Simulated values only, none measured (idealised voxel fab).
Process module heading - voxel double patterning
In the cross-section labelled cut, the width is 150 nm and each square cell is 5 nm.
How to read a cross-section here: the picture is a grid of square cells, written as bands going from the top down, and any band can span one or more rows of cells.
Top, bottom (nm), then materials left to right with widths (nm); lone material tagged "full width" fills the whole band edge to edge; "blank" = empty space.
Heights are measured from 0, the level below which the as-received wafer is all one material; the lowest band has no bottom and continues downward, written as in "z 0 and below".
Width: "30 to 40" (first number = top row, second number = bottom row, same change from row to row of cells).
What does "no alterations made" mean for a step? It means no cell of the cross-section changed in that step.
Basically, "Internal closed voids" tells you about the enclosed voids: empty spaces with no open way to the top, 8 cells or bigger, each written width x height at distance, where distance is from the left edge, all in nm.
Whatever follows a step's settings on its line is a remark the simulator itself makes about that step.
When a step includes a mask, the "overlay nm" setting on its line states how far to the right of its planned place that mask lay, and negative values state how far to the left.
Here's what the planned process steps look like:
step 1: RECEIVE | material Si
step 2: CONFORMAL_DEP | material SiN | thk nm 10
step 3: DIRECTIONAL_DEP | material SiO2 | thk nm 10
step 4: DIRECTIONAL_DEP | material SiCN | thk nm 5
step 5: DIRECTIONAL_DEP | material aC | thk nm 15
step 6: PATTERN | tone open | mask id FIRST | material resist | width nm 15 | pitch nm 50 | thk nm 35 | overlay nm 0
step 7: DIRECTIONAL_ETCH | etch materials aC | depth nm 15
step 8: STRIP | etch materials resist
step 9: DIRECTIONAL_ETCH | etch materials SiCN | depth nm 5
step 10: STRIP | etch materials aC
step 11: PATTERN | tone open | mask id SECOND | material resist | width nm 15 | thk nm 15 | overlay nm 0
step 12: DIRECTIONAL_ETCH | etch materials SiCN | depth nm 5
step 13: STRIP | etch materials resist
step 14: DIRECTIONAL_ETCH | etch materials SiO2 | depth nm 10
step 15: STRIP | etch materials SiCN
Cross-section of the wafer at receipt, which is the condition after step 1:
- z 0 and below | Si full width
- Internal closed voids: none
What the wafer looks like in cross-section after this module, when it starts as shown above and follows the plan above but one mistake is made in running it:
- z 20 to 10 | SiO2=40, then blank=15, then SiO2=20, then blank=30, then SiO2=45
- z 10 to 0 | SiN full width
- z 0 and below | Si full width
- Internal closed voids: none
Nonconformance to the process plan: step 11 ran differently from the plan; actual operation with settings: PATTERN | tone open | mask id SECOND | material resist | width nm 15 | thk nm 15 | overlay nm 10
